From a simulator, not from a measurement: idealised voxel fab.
Module name: voxel spacer lines (process module)
Square cells of 5 nm make up the cross-section cut, whose width is 225 nm.
Notation: cross-section as square-cell grid; stated in bands, top first, going down; one or more cell rows per band.
Band: top height; bottom height; in nm. Then, left to right: material with width in nm, for each material. "throughout": a single material spanning edge to edge. "empty": empty space.
We count height from 0. Below that, the starting wafer is all one material. The lowest band never ends at the bottom but goes on down; see "0 nm and below" for how that is written.
Width: "30..40" (first number = top row, second number = bottom row, same change from row to row of cells).
It should be understood that the words "same as before", when stated for a given step, signify that the cross-section underwent no change in any of its cells during that step.
The list in "Enclosed internal cavities" covers empty spaces of 8 cells or more that cannot reach the top through any open way, and it gives each as width x height at distance; the distance is from the left edge, and width, height and distance are in nm.
after a step's settings: what the simulator itself notes on the step
"overlay nm", when on a step's line for a step with a mask, measures how far to the right of its planned place the mask lay; a negative measure means to the left.
plan
1. RECEIVE,material Si
2. CONFORMAL_DEP,material SiO2,thk nm 10
3. DIRECTIONAL_DEP,material TiN,thk nm 10
4. DIRECTIONAL_DEP,material polySi,thk nm 20
5. PATTERN,tone cover,mask id MANDREL,material resist,width nm 20,pitch nm 70,thk nm 30,overlay nm 0
6. DIRECTIONAL_ETCH,etch materials polySi,depth nm 20
7. STRIP,etch materials resist
8. CONFORMAL_DEP,material SiN,thk nm 15
9. DIRECTIONAL_ETCH,etch materials SiN,depth nm 15
10. STRIP,etch materials polySi
11. DIRECTIONAL_ETCH,etch materials TiN,depth nm 10
12. STRIP,etch materials SiN
First wafer out of two, processed as planned
As received (post step 1): cross-section
	0 nm and below  Si throughout
	Enclosed internal cavities: none
So this is the wafer cross-section right after step 2
	10 nm to 0 nm  SiO2 throughout
	No changes below 0.
So this is the wafer cross-section right after step 3
	20 nm to 10 nm  TiN throughout
	No changes below 10.
So this is the wafer cross-section right after step 4
	40 nm to 20 nm  polySi throughout
	No changes below 20.
So this is the wafer cross-section right after step 5
	70 nm to 40 nm  30 empty / 20 resist / 50 empty / 20 resist / 50 empty / 20 resist / 35 empty
	No changes below 40.
So this is the wafer cross-section right after step 6
	70 nm to 40 nm  30 empty / 20 resist / 50 empty / 20 resist / 50 empty / 20 resist / 35 empty
	40 nm to 20 nm  30 empty / 20 polySi / 50 empty / 20 polySi / 50 empty / 20 polySi / 35 empty
	No changes below 20.
So this is the wafer cross-section right after step 7
	40 nm to 20 nm  30 empty / 20 polySi / 50 empty / 20 polySi / 50 empty / 20 polySi / 35 empty
	No changes below 20.
So this is the wafer cross-section right after step 8
	55 nm to 40 nm  15 empty / 50 SiN / 20 empty / 50 SiN / 20 empty / 50 SiN / 20 empty
	40 nm to 35 nm  15 empty / 15 SiN / 20 polySi / 15 SiN / 20 empty / 15 SiN / 20 polySi / 15 SiN / 20 empty / 15 SiN / 20 polySi / 15 SiN / 20 empty
	35 nm to 20 nm  30 SiN / 20 polySi / 50 SiN / 20 polySi / 50 SiN / 20 polySi / 35 SiN
	No changes below 20.
So this is the wafer cross-section right after step 9
	40 nm to 20 nm  15 empty / 15 SiN / 20 polySi / 15 SiN / 20 empty / 15 SiN / 20 polySi / 15 SiN / 20 empty / 15 SiN / 20 polySi / 15 SiN / 20 empty
	No changes below 20.
So this is the wafer cross-section right after step 10
	40 nm to 20 nm  15 empty / 15 SiN / 20 empty / 15 SiN / 20 empty / 15 SiN / 20 empty / 15 SiN / 20 empty / 15 SiN / 20 empty / 15 SiN / 20 empty
	No changes below 20.
So this is the wafer cross-section right after step 11
	40 nm to 20 nm  15 empty / 15 SiN / 20 empty / 15 SiN / 20 empty / 15 SiN / 20 empty / 15 SiN / 20 empty / 15 SiN / 20 empty / 15 SiN / 20 empty
	20 nm to 10 nm  15 empty / 15 TiN / 20 empty / 15 TiN / 20 empty / 15 TiN / 20 empty / 15 TiN / 20 empty / 15 TiN / 20 empty / 15 TiN / 20 empty
	No changes below 10.
So this is the wafer cross-section right after step 12
	20 nm to 10 nm  15 empty / 15 TiN / 20 empty / 15 TiN / 20 empty / 15 TiN / 20 empty / 15 TiN / 20 empty / 15 TiN / 20 empty / 15 TiN / 20 empty
	No changes below 10.
Wafer two. Same start, same plan, one slip in execution. Same as wafer one through step 2, inclusive
What the second wafer looks like in cross-section when step 3 should have wrapped up
	15 nm to 10 nm  TiN throughout
	No changes below 10.
What the second wafer looks like in cross-section when step 4 should have wrapped up
	35 nm to 15 nm  polySi throughout
	No changes below 15.
What the second wafer looks like in cross-section when step 5 should have wrapped up
	65 nm to 35 nm  30 empty / 20 resist / 50 empty / 20 resist / 50 empty / 20 resist / 35 empty
	No changes below 35.
What the second wafer looks like in cross-section when step 6 should have wrapped up
	65 nm to 35 nm  30 empty / 20 resist / 50 empty / 20 resist / 50 empty / 20 resist / 35 empty
	35 nm to 15 nm  30 empty / 20 polySi / 50 empty / 20 polySi / 50 empty / 20 polySi / 35 empty
	No changes below 15.
What the second wafer looks like in cross-section when step 7 should have wrapped up
	35 nm to 15 nm  30 empty / 20 polySi / 50 empty / 20 polySi / 50 empty / 20 polySi / 35 empty
	No changes below 15.
What the second wafer looks like in cross-section when step 8 should have wrapped up
	50 nm to 35 nm  15 empty / 50 SiN / 20 empty / 50 SiN / 20 empty / 50 SiN / 20 empty
	35 nm to 30 nm  15 empty / 15 SiN / 20 polySi / 15 SiN / 20 empty / 15 SiN / 20 polySi / 15 SiN / 20 empty / 15 SiN / 20 polySi / 15 SiN / 20 empty
	30 nm to 15 nm  30 SiN / 20 polySi / 50 SiN / 20 polySi / 50 SiN / 20 polySi / 35 SiN
	No changes below 15.
What the second wafer looks like in cross-section when step 9 should have wrapped up
	35 nm to 15 nm  15 empty / 15 SiN / 20 polySi / 15 SiN / 20 empty / 15 SiN / 20 polySi / 15 SiN / 20 empty / 15 SiN / 20 polySi / 15 SiN / 20 empty
	No changes below 15.
What the second wafer looks like in cross-section when step 10 should have wrapped up
	35 nm to 15 nm  15 empty / 15 SiN / 20 empty / 15 SiN / 20 empty / 15 SiN / 20 empty / 15 SiN / 20 empty / 15 SiN / 20 empty / 15 SiN / 20 empty
	No changes below 15.
What the second wafer looks like in cross-section when step 11 should have wrapped up
	35 nm to 15 nm  15 empty / 15 SiN / 20 empty / 15 SiN / 20 empty / 15 SiN / 20 empty / 15 SiN / 20 empty / 15 SiN / 20 empty / 15 SiN / 20 empty
	15 nm to 10 nm  15 empty / 15 TiN / 20 empty / 15 TiN / 20 empty / 15 TiN / 20 empty / 15 TiN / 20 empty / 15 TiN / 20 empty / 15 TiN / 20 empty
	No changes below 10.
What the second wafer looks like in cross-section when step 12 should have wrapped up
	15 nm to 10 nm  15 empty / 15 TiN / 20 empty / 15 TiN / 20 empty / 15 TiN / 20 empty / 15 TiN / 20 empty / 15 TiN / 20 empty / 15 TiN / 20 empty
	No changes below 10.
Deviation from plan: contrary to plan, step 3 was performed as DIRECTIONAL_DEP,material TiN,thk nm 5
Final tally in cells, some materials are higher or lower on the second wafer than on the first: TiN -18
